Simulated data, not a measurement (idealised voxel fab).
Presented below is a process module, voxel gate over fins.
Square cell edge 5 nm, section width 210 nm, ID cut.
When this document writes out a cross-section, it uses a grid of square cells and lists it as bands, beginning at the top and moving down, with a band standing for one or more rows of cells. This entry defines a band. It first specifies the height of the band's top and the height of its bottom in nm, and then specifies the band's materials from left to right, stating each material with its width in nm. The word "full width" identifies a single material that fills the band from edge to edge, while the word "empty" identifies empty space. Beneath 0, the wafer as received is one material, and that level is where height counting begins. The lowest band goes on downward without a bottom; it is written like "0 and below". The notation "30..40" denotes a width that varies across the rows of cells in the band, beginning at the first number in the top row, finishing at the second number in the bottom row, and changing by an identical amount from each row to the next. You'll sometimes find "nothing changed" written for a step, and that's the way of saying that nowhere in the cross-section did a cell change during that step. "Fully closed voids" lists enclosed empty spaces (at least 8 cells, no open path upward to the top), each as width x height at distance from the left edge, in nm. That trailing text on a step's line, after the settings, is the simulator's own remark on the step. overlay nm: how far to the right of its planned place the mask lay on this masked step (negative: to the left). Reading key. Pairs: pre-step and post-step cross-section, one process step apart; post-step view only to lowest changed band. Step between + settings: beneath pair. Runs: pairs may be from different runs of this module, same starting wafer. Continuation from pair above: only where "Pre-step condition" entry says.
**Pre-step condition**
	0 and below  Si full width
	Fully closed voids: none
**Sectional View, Post-Process**
	10 down to 0  SiN full width
	Beneath the level 0, the cross-section is identical to its previous state.
	Fully closed voids: none
Intermediate step for the cross-sections above: CONFORMAL_DEP: material SiN, thk nm 10
Pre-step condition: The cross-section prior to this step is the one presented after the step of the pair immediately above.
**Sectional View, Post-Process**
	10 down to 0  empty 75 nm; SiN 15 nm; empty 25 nm; SiN 15 nm; empty 80 nm
	Beneath the level 0, the cross-section is identical to its previous state.
	Fully closed voids: none
Intermediate step for the cross-sections above: MASKED_ETCH: tone cover, mask id FINS, width nm 15, pitch nm 40, etch materials SiN, depth nm 10, overlay nm 0
Pre-step condition: The cross-section prior to this step is the one presented after the step of the pair immediately above.
**Sectional View, Post-Process**
	10 down to 0  empty 75 nm; SiN 15 nm; empty 25 nm; SiN 15 nm; empty 80 nm
	0 down to -35  empty 75 nm; Si 15 nm; empty 25 nm; Si 15 nm; empty 80 nm
	Beneath the level -35, the cross-section is identical to its previous state.
	Fully closed voids: none
Intermediate step for the cross-sections above: MASKED_ETCH: tone cover, mask id FINS, width nm 15, pitch nm 40, etch materials Si, depth nm 35, overlay nm 0
Pre-step condition: The cross-section prior to this step is the one presented after the step of the pair immediately above.
**Sectional View, Post-Process**
	10 down to 0  empty 75 nm; SiN 15 nm; empty 25 nm; SiN 15 nm; empty 80 nm
	0 down to -35  empty 75 nm; SiO2 5 nm; Si 5 nm; SiO2 5 nm; empty 25 nm; SiO2 5 nm; Si 5 nm; SiO2 5 nm; empty 80 nm
	-35 down to -40  SiO2 80 nm; Si 5 nm; SiO2 35 nm; Si 5 nm; SiO2 85 nm
	Beneath the level -40, the cross-section is identical to its previous state.
	Fully closed voids: none
Intermediate step for the cross-sections above: OXIDIZE: depth nm 5
Pre-step condition: The cross-section prior to this step is the one presented after the step of the pair immediately above.
**Sectional View, Post-Process**
	25 down to 10  SiO2 full width
	10 down to 0  SiO2 75 nm; SiN 15 nm; SiO2 25 nm; SiN 15 nm; SiO2 80 nm
	0 down to -40  SiO2 80 nm; Si 5 nm; SiO2 35 nm; Si 5 nm; SiO2 85 nm
	Beneath the level -40, the cross-section is identical to its previous state.
	Fully closed voids: none
Intermediate step for the cross-sections above: FILL_DEP: material SiO2, thk nm 15
Pre-step condition: The cross-section prior to this step is the one presented after the step of the pair immediately above.
**Sectional View, Post-Process**
	10 down to 0  SiO2 75 nm; SiN 15 nm; SiO2 25 nm; SiN 15 nm; SiO2 80 nm
	Beneath the level 0, the cross-section is identical to its previous state.
	Fully closed voids: none
Intermediate step for the cross-sections above: CMP: height nm 10
Pre-step condition: The cross-section prior to this step is the one presented after the step of the pair immediately above.
**Sectional View, Post-Process**
	10 down to 0  empty 75 nm; SiN 15 nm; empty 25 nm; SiN 15 nm; empty 80 nm
	0 down to -10  empty 80 nm; Si 5 nm; empty 35 nm; Si 5 nm; empty 85 nm
	Beneath the level -10, the cross-section is identical to its previous state.
	Fully closed voids: none
Intermediate step for the cross-sections above: SELECTIVE_ETCH: etch materials SiO2, depth nm 20
Pre-step condition: The cross-section prior to this step is the one presented after the step of the pair immediately above.
**Sectional View, Post-Process**
	0 down to -10  empty 80 nm; Si 5 nm; empty 35 nm; Si 5 nm; empty 85 nm
	Beneath the level -10, the cross-section is identical to its previous state.
	Fully closed voids: none
Intermediate step for the cross-sections above: STRIP: etch materials SiN
Pre-step condition: The cross-section prior to this step is the one presented after the step of the pair immediately above.
**Sectional View, Post-Process**
	5 down to 0  empty 75 nm; HfO2 15 nm; empty 25 nm; HfO2 15 nm; empty 80 nm
	0 down to -5  empty 75 nm; HfO2 5 nm; Si 5 nm; HfO2 5 nm; empty 25 nm; HfO2 5 nm; Si 5 nm; HfO2 5 nm; empty 80 nm
	-5 down to -10  HfO2 80 nm; Si 5 nm; HfO2 35 nm; Si 5 nm; HfO2 85 nm
	Beneath the level -10, the cross-section is identical to its previous state.
	Fully closed voids: none
Intermediate step for the cross-sections above: CONFORMAL_DEP: material HfO2, thk nm 5
Pre-step condition: The cross-section prior to this step is the one presented after the step of the pair immediately above.
**Sectional View, Post-Process**
	10 down to 5  empty 70 nm; TiN 25 nm; empty 15 nm; TiN 25 nm; empty 75 nm
	5 down to 0  empty 70 nm; TiN 5 nm; HfO2 15 nm; TiN 5 nm; empty 15 nm; TiN 5 nm; HfO2 15 nm; TiN 5 nm; empty 75 nm
	0 down to -5  TiN 75 nm; HfO2 5 nm; Si 5 nm; HfO2 5 nm; TiN 25 nm; HfO2 5 nm; Si 5 nm; HfO2 5 nm; TiN 80 nm
	Beneath the level -5, the cross-section is identical to its previous state.
	Fully closed voids: none
Intermediate step for the cross-sections above: CONFORMAL_DEP: material TiN, thk nm 5
Pre-step condition: The cross-section prior to this step is the one presented after the step of the pair immediately above.
**Sectional View, Post-Process**
	25 down to 10  W full width
	10 down to 5  W 70 nm; TiN 25 nm; W 15 nm; TiN 25 nm; W 75 nm
	5 down to 0  W 70 nm; TiN 5 nm; HfO2 15 nm; TiN 5 nm; W 15 nm; TiN 5 nm; HfO2 15 nm; TiN 5 nm; W 75 nm
	Beneath the level 0, the cross-section is identical to its previous state.
	Fully closed voids: none
Intermediate step for the cross-sections above: FILL_DEP: material W, thk nm 15
Pre-step condition: The cross-section prior to this step is the one presented after the step of the pair immediately above.
**Sectional View, Post-Process**
	20 down to 10  W full width
	Beneath the level 10, the cross-section is identical to its previous state.
	Fully closed voids: none
Intermediate step for the cross-sections above: CMP: height nm 20
Pre-step condition: The cross-section prior to this step is the one presented after the step of the pair immediately above.
**Sectional View, Post-Process**
	25 down to 20  SiN full width
	Beneath the level 20, the cross-section is identical to its previous state.
	Fully closed voids: none
Intermediate step for the cross-sections above: CONFORMAL_DEP: material SiN, thk nm 5
**Pre-step condition**
	0 and below  Si full width
	Fully closed voids: none
**Sectional View, Post-Process**
	0 down to -35  empty 75 nm; Si 15 nm; empty 25 nm; Si 15 nm; empty 80 nm
	Beneath the level -35, the cross-section is identical to its previous state.
	Fully closed voids: none
Intermediate step for the cross-sections above: MASKED_ETCH: tone cover, mask id FINS, width nm 15, pitch nm 40, etch materials Si, depth nm 35, overlay nm 0
Pre-step condition: The cross-section prior to this step is the one presented after the step of the pair immediately above.
**Sectional View, Post-Process**
	0 down to -5  empty 75 nm; SiO2 15 nm; empty 25 nm; SiO2 15 nm; empty 80 nm
	-5 down to -35  empty 75 nm; SiO2 5 nm; Si 5 nm; SiO2 5 nm; empty 25 nm; SiO2 5 nm; Si 5 nm; SiO2 5 nm; empty 80 nm
	-35 down to -40  SiO2 80 nm; Si 5 nm; SiO2 35 nm; Si 5 nm; SiO2 85 nm
	Beneath the level -40, the cross-section is identical to its previous state.
	Fully closed voids: none
Intermediate step for the cross-sections above: OXIDIZE: depth nm 5
Pre-step condition: The cross-section prior to this step is the one presented after the step of the pair immediately above.
**Sectional View, Post-Process**
	15 down to -5  SiO2 full width
	-5 down to -40  SiO2 80 nm; Si 5 nm; SiO2 35 nm; Si 5 nm; SiO2 85 nm
	Beneath the level -40, the cross-section is identical to its previous state.
	Fully closed voids: none
Intermediate step for the cross-sections above: FILL_DEP: material SiO2, thk nm 15
Pre-step condition: The cross-section prior to this step is the one presented after the step of the pair immediately above.
**Sectional View, Post-Process**
	10 down to -5  SiO2 full width
	Beneath the level -5, the cross-section is identical to its previous state.
	Fully closed voids: none
Intermediate step for the cross-sections above: CMP: height nm 10
Pre-step condition: The cross-section prior to this step is the one presented after the step of the pair immediately above.
**Sectional View, Post-Process**
	-5 down to -10  empty 80 nm; Si 5 nm; empty 35 nm; Si 5 nm; empty 85 nm
	Beneath the level -10, the cross-section is identical to its previous state.
	Fully closed voids: none
Intermediate step for the cross-sections above: SELECTIVE_ETCH: etch materials SiO2, depth nm 20
Pre-step condition: The cross-section prior to this step is the one presented after the step of the pair immediately above.
**Sectional View, Post-Process**
	0 down to -5  empty 75 nm; HfO2 15 nm; empty 25 nm; HfO2 15 nm; empty 80 nm
	-5 down to -10  HfO2 80 nm; Si 5 nm; HfO2 35 nm; Si 5 nm; HfO2 85 nm
	Beneath the level -10, the cross-section is identical to its previous state.
	Fully closed voids: none
Intermediate step for the cross-sections above: CONFORMAL_DEP: material HfO2, thk nm 5
Pre-step condition: The cross-section prior to this step is the one presented after the step of the pair immediately above.
**Sectional View, Post-Process**
	5 down to 0  empty 70 nm; TiN 25 nm; empty 15 nm; TiN 25 nm; empty 75 nm
	0 down to -5  TiN 75 nm; HfO2 15 nm; TiN 25 nm; HfO2 15 nm; TiN 80 nm
	Beneath the level -5, the cross-section is identical to its previous state.
	Fully closed voids: none
Intermediate step for the cross-sections above: CONFORMAL_DEP: material TiN, thk nm 5
Pre-step condition: The cross-section prior to this step is the one presented after the step of the pair immediately above.
**Sectional View, Post-Process**
	20 down to 5  W full width
	5 down to 0  W 70 nm; TiN 25 nm; W 15 nm; TiN 25 nm; W 75 nm
	Beneath the level 0, the cross-section is identical to its previous state.
	Fully closed voids: none
Intermediate step for the cross-sections above: FILL_DEP: material W, thk nm 15
Pre-step condition: The cross-section prior to this step is the one presented after the step of the pair immediately above.
**Sectional View, Post-Process**
	25 down to 20  SiN full width
	Beneath the level 20, the cross-section is identical to its previous state.
	Fully closed voids: none
Intermediate step for the cross-sections above: CONFORMAL_DEP: material SiN, thk nm 5
**Pre-step condition**
	10 down to 0  empty 75 nm; SiN 15 nm; empty 25 nm; SiN 15 nm; empty 80 nm
	0 down to -10  empty 80 nm; Si 5 nm; empty 35 nm; Si 5 nm; empty 85 nm
	-10 down to -40  SiO2 80 nm; Si 5 nm; SiO2 35 nm; Si 5 nm; SiO2 85 nm
	-40 and below  Si full width
	Fully closed voids: none
**Sectional View, Post-Process**
	10 down to 0  empty 75 nm; SiN 15 nm; empty 25 nm; SiN 15 nm; empty 80 nm
	0 down to -30  empty 80 nm; Si 5 nm; empty 35 nm; Si 5 nm; empty 85 nm
	Beneath the level -30, the cross-section is identical to its previous state.
	Fully closed voids: none
Intermediate step for the cross-sections above: SELECTIVE_ETCH: etch materials SiO2, depth nm 20
Pre-step condition: The cross-section prior to this step is the one presented after the step of the pair immediately above.
**Sectional View, Post-Process**
	0 down to -30  empty 80 nm; Si 5 nm; empty 35 nm; Si 5 nm; empty 85 nm
	Beneath the level -30, the cross-section is identical to its previous state.
	Fully closed voids: none
Intermediate step for the cross-sections above: STRIP: etch materials SiN
Pre-step condition: The cross-section prior to this step is the one presented after the step of the pair immediately above.
**Sectional View, Post-Process**
	5 down to 0  empty 75 nm; HfO2 15 nm; empty 25 nm; HfO2 15 nm; empty 80 nm
	0 down to -25  empty 75 nm; HfO2 5 nm; Si 5 nm; HfO2 5 nm; empty 25 nm; HfO2 5 nm; Si 5 nm; HfO2 5 nm; empty 80 nm
	-25 down to -30  HfO2 80 nm; Si 5 nm; HfO2 35 nm; Si 5 nm; HfO2 85 nm
	Beneath the level -30, the cross-section is identical to its previous state.
	Fully closed voids: none
Intermediate step for the cross-sections above: CONFORMAL_DEP: material HfO2, thk nm 5
Pre-step condition: The cross-section prior to this step is the one presented after the step of the pair immediately above.
**Sectional View, Post-Process**
	10 down to 5  empty 70 nm; TiN 25 nm; empty 15 nm; TiN 25 nm; empty 75 nm
	5 down to 0  empty 70 nm; TiN 5 nm; HfO2 15 nm; TiN 5 nm; empty 15 nm; TiN 5 nm; HfO2 15 nm; TiN 5 nm; empty 75 nm
	0 down to -20  empty 70 nm; TiN 5 nm; HfO2 5 nm; Si 5 nm; HfO2 5 nm; TiN 5 nm; empty 15 nm; TiN 5 nm; HfO2 5 nm; Si 5 nm; HfO2 5 nm; TiN 5 nm; empty 75 nm
	-20 down to -25  TiN 75 nm; HfO2 5 nm; Si 5 nm; HfO2 5 nm; TiN 25 nm; HfO2 5 nm; Si 5 nm; HfO2 5 nm; TiN 80 nm
	Beneath the level -25, the cross-section is identical to its previous state.
	Fully closed voids: none
Intermediate step for the cross-sections above: CONFORMAL_DEP: material TiN, thk nm 5
Pre-step condition: The cross-section prior to this step is the one presented after the step of the pair immediately above.
**Sectional View, Post-Process**
	25 down to 10  W full width
	10 down to 5  W 70 nm; TiN 25 nm; W 15 nm; TiN 25 nm; W 75 nm
	5 down to 0  W 70 nm; TiN 5 nm; HfO2 15 nm; TiN 5 nm; W 15 nm; TiN 5 nm; HfO2 15 nm; TiN 5 nm; W 75 nm
	0 down to -20  W 70 nm; TiN 5 nm; HfO2 5 nm; Si 5 nm; HfO2 5 nm; TiN 5 nm; W 15 nm; TiN 5 nm; HfO2 5 nm; Si 5 nm; HfO2 5 nm; TiN 5 nm; W 75 nm
	Beneath the level -20, the cross-section is identical to its previous state.
	Fully closed voids: none
Intermediate step for the cross-sections above: FILL_DEP: material W, thk nm 15
Pre-step condition: The cross-section prior to this step is the one presented after the step of the pair immediately above.
**Sectional View, Post-Process**
	20 down to 10  W full width
	Beneath the level 10, the cross-section is identical to its previous state.
	Fully closed voids: none
Intermediate step for the cross-sections above: CMP: height nm 20
Pre-step condition: The cross-section prior to this step is the one presented after the step of the pair immediately above.
**Sectional View, Post-Process**
	25 down to 20  SiN full width
	Beneath the level 20, the cross-section is identical to its previous state.
	Fully closed voids: none
Intermediate step for the cross-sections above: CONFORMAL_DEP: material SiN, thk nm 5
**Pre-step condition**
	10 down to 0  SiO2 75 nm; SiN 15 nm; SiO2 25 nm; SiN 15 nm; SiO2 80 nm
	0 down to -40  SiO2 80 nm; Si 5 nm; SiO2 35 nm; Si 5 nm; SiO2 85 nm
	-40 and below  Si full width
	Fully closed voids: none
**Sectional View, Post-Process**
	10 down to 0  SiO2 75 nm; empty 15 nm; SiO2 25 nm; empty 15 nm; SiO2 80 nm
	Beneath the level 0, the cross-section is identical to its previous state.
	Fully closed voids: none
Intermediate step for the cross-sections above: STRIP: etch materials SiN
Pre-step condition: The cross-section prior to this step is the one presented after the step of the pair immediately above.
**Sectional View, Post-Process**
	0 down to -10  empty 80 nm; Si 5 nm; empty 35 nm; Si 5 nm; empty 85 nm
	-10 down to -20  SiO2 55 nm; empty 25 nm; Si 5 nm; empty 35 nm; Si 5 nm; empty 25 nm; SiO2 60 nm
	Beneath the level -20, the cross-section is identical to its previous state.
	Fully closed voids: none
Intermediate step for the cross-sections above: SELECTIVE_ETCH: etch materials SiO2, depth nm 20
Pre-step condition: The cross-section prior to this step is the one presented after the step of the pair immediately above.
**Sectional View, Post-Process**
	5 down to 0  empty 75 nm; HfO2 15 nm; empty 25 nm; HfO2 15 nm; empty 80 nm
	0 down to -5  empty 75 nm; HfO2 5 nm; Si 5 nm; HfO2 5 nm; empty 25 nm; HfO2 5 nm; Si 5 nm; HfO2 5 nm; empty 80 nm
	-5 down to -10  HfO2 60 nm; empty 15 nm; HfO2 5 nm; Si 5 nm; HfO2 5 nm; empty 25 nm; HfO2 5 nm; Si 5 nm; HfO2 5 nm; empty 15 nm; HfO2 65 nm
	-10 down to -15  SiO2 55 nm; HfO2 5 nm; empty 15 nm; HfO2 5 nm; Si 5 nm; HfO2 5 nm; empty 25 nm; HfO2 5 nm; Si 5 nm; HfO2 5 nm; empty 15 nm; HfO2 5 nm; SiO2 60 nm
	-15 down to -20  SiO2 55 nm; HfO2 25 nm; Si 5 nm; HfO2 35 nm; Si 5 nm; HfO2 25 nm; SiO2 60 nm
	Beneath the level -20, the cross-section is identical to its previous state.
	Fully closed voids: none
Intermediate step for the cross-sections above: CONFORMAL_DEP: material HfO2, thk nm 5
Pre-step condition: The cross-section prior to this step is the one presented after the step of the pair immediately above.
**Sectional View, Post-Process**
	10 down to 5  empty 70 nm; TiN 25 nm; empty 15 nm; TiN 25 nm; empty 75 nm
	5 down to 0  empty 70 nm; TiN 5 nm; HfO2 15 nm; TiN 5 nm; empty 15 nm; TiN 5 nm; HfO2 15 nm; TiN 5 nm; empty 75 nm
	0 down to -5  TiN 65 nm; empty 5 nm; TiN 5 nm; HfO2 5 nm; Si 5 nm; HfO2 5 nm; TiN 5 nm; empty 15 nm; TiN 5 nm; HfO2 5 nm; Si 5 nm; HfO2 5 nm; TiN 5 nm; empty 5 nm; TiN 70 nm
	-5 down to -10  HfO2 60 nm; TiN 5 nm; empty 5 nm; TiN 5 nm; HfO2 5 nm; Si 5 nm; HfO2 5 nm; TiN 5 nm; empty 15 nm; TiN 5 nm; HfO2 5 nm; Si 5 nm; HfO2 5 nm; TiN 5 nm; empty 5 nm; TiN 5 nm; HfO2 65 nm
	-10 down to -15  SiO2 55 nm; HfO2 5 nm; TiN 15 nm; HfO2 5 nm; Si 5 nm; HfO2 5 nm; TiN 25 nm; HfO2 5 nm; Si 5 nm; HfO2 5 nm; TiN 15 nm; HfO2 5 nm; SiO2 60 nm
	Beneath the level -15, the cross-section is identical to its previous state.
	Fully closed voids: none
Intermediate step for the cross-sections above: CONFORMAL_DEP: material TiN, thk nm 5
Pre-step condition: The cross-section prior to this step is the one presented after the step of the pair immediately above.
**Sectional View, Post-Process**
	25 down to 10  W full width
	10 down to 5  W 70 nm; TiN 25 nm; W 15 nm; TiN 25 nm; W 75 nm
	5 down to 0  W 70 nm; TiN 5 nm; HfO2 15 nm; TiN 5 nm; W 15 nm; TiN 5 nm; HfO2 15 nm; TiN 5 nm; W 75 nm
	0 down to -5  TiN 65 nm; W 5 nm; TiN 5 nm; HfO2 5 nm; Si 5 nm; HfO2 5 nm; TiN 5 nm; W 15 nm; TiN 5 nm; HfO2 5 nm; Si 5 nm; HfO2 5 nm; TiN 5 nm; W 5 nm; TiN 70 nm
	-5 down to -10  HfO2 60 nm; TiN 5 nm; W 5 nm; TiN 5 nm; HfO2 5 nm; Si 5 nm; HfO2 5 nm; TiN 5 nm; W 15 nm; TiN 5 nm; HfO2 5 nm; Si 5 nm; HfO2 5 nm; TiN 5 nm; W 5 nm; TiN 5 nm; HfO2 65 nm
	Beneath the level -10, the cross-section is identical to its previous state.
	Fully closed voids: none
Intermediate step for the cross-sections above: FILL_DEP: material W, thk nm 15
Pre-step condition: The cross-section prior to this step is the one presented after the step of the pair immediately above.
**Sectional View, Post-Process**
	20 down to 10  W full width
	Beneath the level 10, the cross-section is identical to its previous state.
	Fully closed voids: none
Intermediate step for the cross-sections above: CMP: height nm 20
Pre-step condition: The cross-section prior to this step is the one presented after the step of the pair immediately above.
**Sectional View, Post-Process**
	25 down to 20  SiN full width
	Beneath the level 20, the cross-section is identical to its previous state.
	Fully closed voids: none
Intermediate step for the cross-sections above: CONFORMAL_DEP: material SiN, thk nm 5
**Pre-step condition**
	5 down to 0  empty 75 nm; HfO2 15 nm; empty 25 nm; HfO2 15 nm; empty 80 nm
	0 down to -5  empty 75 nm; HfO2 5 nm; Si 5 nm; HfO2 5 nm; empty 25 nm; HfO2 5 nm; Si 5 nm; HfO2 5 nm; empty 80 nm
	-5 down to -10  HfO2 80 nm; Si 5 nm; HfO2 35 nm; Si 5 nm; HfO2 85 nm
	-10 down to -40  SiO2 80 nm; Si 5 nm; SiO2 35 nm; Si 5 nm; SiO2 85 nm
	-40 and below  Si full width
	Fully closed voids: none
**Sectional View, Post-Process**
	20 down to 10  empty 60 nm; TiN 85 nm; empty 65 nm
	10 down to 5  TiN full width
	5 down to 0  TiN 75 nm; HfO2 15 nm; TiN 25 nm; HfO2 15 nm; TiN 80 nm
	0 down to -5  TiN 75 nm; HfO2 5 nm; Si 5 nm; HfO2 5 nm; TiN 25 nm; HfO2 5 nm; Si 5 nm; HfO2 5 nm; TiN 80 nm
	Beneath the level -5, the cross-section is identical to its previous state.
	Fully closed voids: none
Intermediate step for the cross-sections above: CONFORMAL_DEP: material TiN, thk nm 15
Pre-step condition: The cross-section prior to this step is the one presented after the step of the pair immediately above.
**Sectional View, Post-Process**
	35 down to 20  W full width
	20 down to 10  W 60 nm; TiN 85 nm; W 65 nm
	Beneath the level 10, the cross-section is identical to its previous state.
	Fully closed voids: none
Intermediate step for the cross-sections above: FILL_DEP: material W, thk nm 15
Pre-step condition: The cross-section prior to this step is the one presented after the step of the pair immediately above.
**Sectional View, Post-Process**
	20 down to 10  W 60 nm; TiN 85 nm; W 65 nm
	Beneath the level 10, the cross-section is identical to its previous state.
	Fully closed voids: none
Intermediate step for the cross-sections above: CMP: height nm 20
Pre-step condition: The cross-section prior to this step is the one presented after the step of the pair immediately above.
**Sectional View, Post-Process**
	25 down to 20  SiN full width
	Beneath the level 20, the cross-section is identical to its previous state.
	Fully closed voids: none
Intermediate step for the cross-sections above: CONFORMAL_DEP: material SiN, thk nm 5
**Pre-step condition**
	10 down to 0  empty 75 nm; SiN 15 nm; empty 25 nm; SiN 15 nm; empty 80 nm
	0 and below  Si full width
	Fully closed voids: none
**Sectional View, Post-Process**
	10 down to 0  empty 75 nm; SiN 15 nm; empty 25 nm; SiN 15 nm; empty 80 nm
	0 down to -35  empty 70 nm; Si 25 nm; empty 15 nm; Si 25 nm; empty 75 nm
	Beneath the level -35, the cross-section is identical to its previous state.
	Fully closed voids: none
Intermediate step for the cross-sections above: MASKED_ETCH: tone cover, mask id FINS, width nm 25, pitch nm 40, etch materials Si, depth nm 35, overlay nm 0
Pre-step condition: The cross-section prior to this step is the one presented after the step of the pair immediately above.
**Sectional View, Post-Process**
	10 down to 0  empty 75 nm; SiN 15 nm; empty 25 nm; SiN 15 nm; empty 80 nm
	0 down to -5  empty 70 nm; SiO2 10 nm; Si 5 nm; SiO2 10 nm; empty 15 nm; SiO2 10 nm; Si 5 nm; SiO2 10 nm; empty 75 nm
	-5 down to -35  empty 70 nm; SiO2 5 nm; Si 15 nm; SiO2 5 nm; empty 15 nm; SiO2 5 nm; Si 15 nm; SiO2 5 nm; empty 75 nm
	-35 down to -40  SiO2 75 nm; Si 15 nm; SiO2 25 nm; Si 15 nm; SiO2 80 nm
	Beneath the level -40, the cross-section is identical to its previous state.
	Fully closed voids: none
Intermediate step for the cross-sections above: OXIDIZE: depth nm 5
Pre-step condition: The cross-section prior to this step is the one presented after the step of the pair immediately above.
**Sectional View, Post-Process**
	25 down to 10  SiO2 full width
	10 down to 0  SiO2 75 nm; SiN 15 nm; SiO2 25 nm; SiN 15 nm; SiO2 80 nm
	0 down to -5  SiO2 80 nm; Si 5 nm; SiO2 35 nm; Si 5 nm; SiO2 85 nm
	-5 down to -40  SiO2 75 nm; Si 15 nm; SiO2 25 nm; Si 15 nm; SiO2 80 nm
	Beneath the level -40, the cross-section is identical to its previous state.
	Fully closed voids: none
Intermediate step for the cross-sections above: FILL_DEP: material SiO2, thk nm 15
Pre-step condition: The cross-section prior to this step is the one presented after the step of the pair immediately above.
**Sectional View, Post-Process**
	10 down to 0  SiO2 75 nm; SiN 15 nm; SiO2 25 nm; SiN 15 nm; SiO2 80 nm
	Beneath the level 0, the cross-section is identical to its previous state.
	Fully closed voids: none
Intermediate step for the cross-sections above: CMP: height nm 10
Pre-step condition: The cross-section prior to this step is the one presented after the step of the pair immediately above.
**Sectional View, Post-Process**
	10 down to 0  empty 75 nm; SiN 15 nm; empty 25 nm; SiN 15 nm; empty 80 nm
	0 down to -10  empty 80..75 nm; Si 5..15 nm; empty 35..25 nm; Si 5..15 nm; empty 85..80 nm
	Beneath the level -10, the cross-section is identical to its previous state.
	Fully closed voids: none
Intermediate step for the cross-sections above: SELECTIVE_ETCH: etch materials SiO2, depth nm 20
Pre-step condition: The cross-section prior to this step is the one presented after the step of the pair immediately above.
**Sectional View, Post-Process**
	0 down to -10  empty 80..75 nm; Si 5..15 nm; empty 35..25 nm; Si 5..15 nm; empty 85..80 nm
	Beneath the level -10, the cross-section is identical to its previous state.
	Fully closed voids: none
Intermediate step for the cross-sections above: STRIP: etch materials SiN
Pre-step condition: The cross-section prior to this step is the one presented after the step of the pair immediately above.
**Sectional View, Post-Process**
	5 down to 0  empty 75 nm; HfO2 15 nm; empty 25 nm; HfO2 15 nm; empty 80 nm
	0 down to -5  empty 70 nm; HfO2 10 nm; Si 5 nm; HfO2 10 nm; empty 15 nm; HfO2 10 nm; Si 5 nm; HfO2 10 nm; empty 75 nm
	-5 down to -10  HfO2 75 nm; Si 15 nm; HfO2 25 nm; Si 15 nm; HfO2 80 nm
	Beneath the level -10, the cross-section is identical to its previous state.
	Fully closed voids: none
Intermediate step for the cross-sections above: CONFORMAL_DEP: material HfO2, thk nm 5
Pre-step condition: The cross-section prior to this step is the one presented after the step of the pair immediately above.
**Sectional View, Post-Process**
	10 down to 5  empty 70 nm; TiN 25 nm; empty 15 nm; TiN 25 nm; empty 75 nm
	5 down to 0  empty 65 nm; TiN 10 nm; HfO2 15 nm; TiN 10 nm; empty 5 nm; TiN 10 nm; HfO2 15 nm; TiN 10 nm; empty 70 nm
	0 down to -5  TiN 70 nm; HfO2 10 nm; Si 5 nm; HfO2 10 nm; TiN 15 nm; HfO2 10 nm; Si 5 nm; HfO2 10 nm; TiN 75 nm
	Beneath the level -5, the cross-section is identical to its previous state.
	Fully closed voids: none
Intermediate step for the cross-sections above: CONFORMAL_DEP: material TiN, thk nm 5
Pre-step condition: The cross-section prior to this step is the one presented after the step of the pair immediately above.
**Sectional View, Post-Process**
	25 down to 10  W full width
	10 down to 5  W 70 nm; TiN 25 nm; W 15 nm; TiN 25 nm; W 75 nm
	5 down to 0  W 65 nm; TiN 10 nm; HfO2 15 nm; TiN 10 nm; W 5 nm; TiN 10 nm; HfO2 15 nm; TiN 10 nm; W 70 nm
	Beneath the level 0, the cross-section is identical to its previous state.
	Fully closed voids: none
Intermediate step for the cross-sections above: FILL_DEP: material W, thk nm 15
Pre-step condition: The cross-section prior to this step is the one presented after the step of the pair immediately above.
**Sectional View, Post-Process**
	20 down to 10  W full width
	Beneath the level 10, the cross-section is identical to its previous state.
	Fully closed voids: none
Intermediate step for the cross-sections above: CMP: height nm 20
Pre-step condition: The cross-section prior to this step is the one presented after the step of the pair immediately above.
**Sectional View, Post-Process**
	25 down to 20  SiN full width
	Beneath the level 20, the cross-section is identical to its previous state.
	Fully closed voids: none
Intermediate step for the cross-sections above: CONFORMAL_DEP: material SiN, thk nm 5
**Pre-step condition**
	10 down to 0  SiN full width
	0 and below  Si full width
	Fully closed voids: none
**Sectional View, Post-Process**
	10 down to 0  empty 65 nm; SiN 15 nm; empty 25 nm; SiN 15 nm; empty 90 nm
	Beneath the level 0, the cross-section is identical to its previous state.
	Fully closed voids: none
Intermediate step for the cross-sections above: MASKED_ETCH: tone cover, mask id FINS, width nm 15, pitch nm 40, etch materials SiN, depth nm 10, overlay nm -10
Pre-step condition: The cross-section prior to this step is the one presented after the step of the pair immediately above.
**Sectional View, Post-Process**
	10 down to 0  empty 65 nm; SiN 15 nm; empty 25 nm; SiN 15 nm; empty 90 nm
	0 down to -35  empty 65 nm; Si 25 nm; empty 15 nm; Si 25 nm; empty 80 nm
	Beneath the level -35, the cross-section is identical to its previous state.
	Fully closed voids: none
Intermediate step for the cross-sections above: MASKED_ETCH: tone cover, mask id FINS, width nm 15, pitch nm 40, etch materials Si, depth nm 35, overlay nm 0
Pre-step condition: The cross-section prior to this step is the one presented after the step of the pair immediately above.
**Sectional View, Post-Process**
	10 down to 0  empty 65 nm; SiN 15 nm; empty 25 nm; SiN 15 nm; empty 90 nm
	0 down to -5  empty 65 nm; SiO2 5 nm; Si 5 nm; SiO2 15 nm; empty 15 nm; SiO2 5 nm; Si 5 nm; SiO2 15 nm; empty 80 nm
	-5 down to -35  empty 65 nm; SiO2 5 nm; Si 15 nm; SiO2 5 nm; empty 15 nm; SiO2 5 nm; Si 15 nm; SiO2 5 nm; empty 80 nm
	-35 down to -40  SiO2 70 nm; Si 15 nm; SiO2 25 nm; Si 15 nm; SiO2 85 nm
	Beneath the level -40, the cross-section is identical to its previous state.
	Fully closed voids: none
Intermediate step for the cross-sections above: OXIDIZE: depth nm 5
Pre-step condition: The cross-section prior to this step is the one presented after the step of the pair immediately above.
**Sectional View, Post-Process**
	25 down to 10  SiO2 full width
	10 down to 0  SiO2 65 nm; SiN 15 nm; SiO2 25 nm; SiN 15 nm; SiO2 90 nm
	0 down to -5  SiO2 70 nm; Si 5 nm; SiO2 35 nm; Si 5 nm; SiO2 95 nm
	-5 down to -40  SiO2 70 nm; Si 15 nm; SiO2 25 nm; Si 15 nm; SiO2 85 nm
	Beneath the level -40, the cross-section is identical to its previous state.
	Fully closed voids: none
Intermediate step for the cross-sections above: FILL_DEP: material SiO2, thk nm 15
Pre-step condition: The cross-section prior to this step is the one presented after the step of the pair immediately above.
**Sectional View, Post-Process**
	10 down to 0  SiO2 65 nm; SiN 15 nm; SiO2 25 nm; SiN 15 nm; SiO2 90 nm
	Beneath the level 0, the cross-section is identical to its previous state.
	Fully closed voids: none
Intermediate step for the cross-sections above: CMP: height nm 10
Pre-step condition: The cross-section prior to this step is the one presented after the step of the pair immediately above.
**Sectional View, Post-Process**
	10 down to 0  empty 65 nm; SiN 15 nm; empty 25 nm; SiN 15 nm; empty 90 nm
	0 down to -10  empty 70 nm; Si 5..15 nm; empty 35..25 nm; Si 5..15 nm; empty 95..85 nm
	Beneath the level -10, the cross-section is identical to its previous state.
	Fully closed voids: none
Intermediate step for the cross-sections above: SELECTIVE_ETCH: etch materials SiO2, depth nm 20
